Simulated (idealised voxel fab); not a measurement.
process module | voxel double patterning
In the cross-section labelled cut, the width is 245 nm and each square cell is 5 nm.
Cross-section = grid of square cells, listed top down in bands; band = one or more rows.
Each band's line starts with the height of the band's top and of its bottom, in nm. Then come its materials from left to right, each with its width in nm. One material with "everywhere" fills the band from edge to edge. "empty" is empty space.
Beneath 0, the wafer as received is one material, and that level is where height counting begins. The lowest band goes on downward without a bottom; it is written like "0 -> down".
Width: "30 to 40" (first number = top row, second number = bottom row, same change from row to row of cells).
Step marked "left unchanged"? Then no cell in the cross-section changed in it.
Reported under the label "Listed closed voids" are the empty spaces having no open way to the top and comprising 8 cells or more; the notation for each is width x height at distance, in which the distance is measured from the left edge and all three values are in nm.
What comes after the settings on a step's line is commentary from the simulator itself on that step.
overlay nm: on a step with a mask, how far right of its planned place the mask lay; negative means left.
## Set out below are the planned steps of the process
| 1 | RECEIVE,material Si |
| 2 | CONFORMAL_DEP,material SiO2,thk nm 10 |
| 3 | DIRECTIONAL_DEP,material W,thk nm 20 |
| 4 | DIRECTIONAL_DEP,material SiCN,thk nm 10 |
| 5 | MASKED_ETCH,tone open,mask id FIRST,width nm 15,pitch nm 50,etch materials SiCN,depth nm 10,overlay nm 0 |
| 6 | MASKED_ETCH,tone open,mask id SECOND,width nm 15,etch materials SiCN,depth nm 10,overlay nm 0 |
| 7 | DIRECTIONAL_ETCH,etch materials W,depth nm 20 |
| 8 | STRIP,etch materials SiCN |
## Concerning the first of two wafers, which was run in accordance with the plan
## Incoming wafer in cross-section (state: after step 1)
    0 -> down = Si everywhere
    Listed closed voids: none
## Presented here is a cross-section of the wafer after step 2 has been performed
    10 -> 0 = SiO2 everywhere
    Note: structure below 0 unchanged.
## Presented here is a cross-section of the wafer after step 3 has been performed
    30 -> 10 = W everywhere
    Note: structure below 10 unchanged.
## Presented here is a cross-section of the wafer after step 4 has been performed
    40 -> 30 = SiCN everywhere
    Note: structure below 30 unchanged.
## Presented here is a cross-section of the wafer after step 5 has been performed
    40 -> 30 = SiCN=90, empty=15, SiCN=35, empty=15, SiCN=90
    Note: structure below 30 unchanged.
## Presented here is a cross-section of the wafer after step 6 has been performed
    40 -> 30 = SiCN=90, empty=15, SiCN=10, empty=15, SiCN=10, empty=15, SiCN=90
    Note: structure below 30 unchanged.
## Presented here is a cross-section of the wafer after step 7 has been performed
    40 -> 30 = SiCN=90, empty=15, SiCN=10, empty=15, SiCN=10, empty=15, SiCN=90
    30 -> 10 = W=90, empty=15, W=10, empty=15, W=10, empty=15, W=90
    Note: structure below 10 unchanged.
## Presented here is a cross-section of the wafer after step 8 has been performed
    30 -> 10 = W=90, empty=15, W=10, empty=15, W=10, empty=15, W=90
    Note: structure below 10 unchanged.
## Second wafer: same start and same plan as the first, one execution error; identical to the first through step 2
## The second wafer cut through, at the time step 3 was supposed to be finished
    50 -> 10 = W everywhere
    Note: structure below 10 unchanged.
## The second wafer cut through, at the time step 4 was supposed to be finished
    60 -> 50 = SiCN everywhere
    Note: structure below 50 unchanged.
## The second wafer cut through, at the time step 5 was supposed to be finished
    60 -> 50 = SiCN=90, empty=15, SiCN=35, empty=15, SiCN=90
    Note: structure below 50 unchanged.
## The second wafer cut through, at the time step 6 was supposed to be finished
    60 -> 50 = SiCN=90, empty=15, SiCN=10, empty=15, SiCN=10, empty=15, SiCN=90
    Note: structure below 50 unchanged.
## The second wafer cut through, at the time step 7 was supposed to be finished
    60 -> 50 = SiCN=90, empty=15, SiCN=10, empty=15, SiCN=10, empty=15, SiCN=90
    50 -> 30 = W=90, empty=15, W=10, empty=15, W=10, empty=15, W=90
    Note: structure below 30 unchanged.
## The second wafer cut through, at the time step 8 was supposed to be finished
    50 -> 30 = W=90, empty=15, W=10, empty=15, W=10, empty=15, W=90
    Note: structure below 30 unchanged.
Against the plan, the run slipped here: step 3 of the plan was executed twice over
The second wafer ends with more or fewer cells of some materials than the first, per final count: 196 more of W
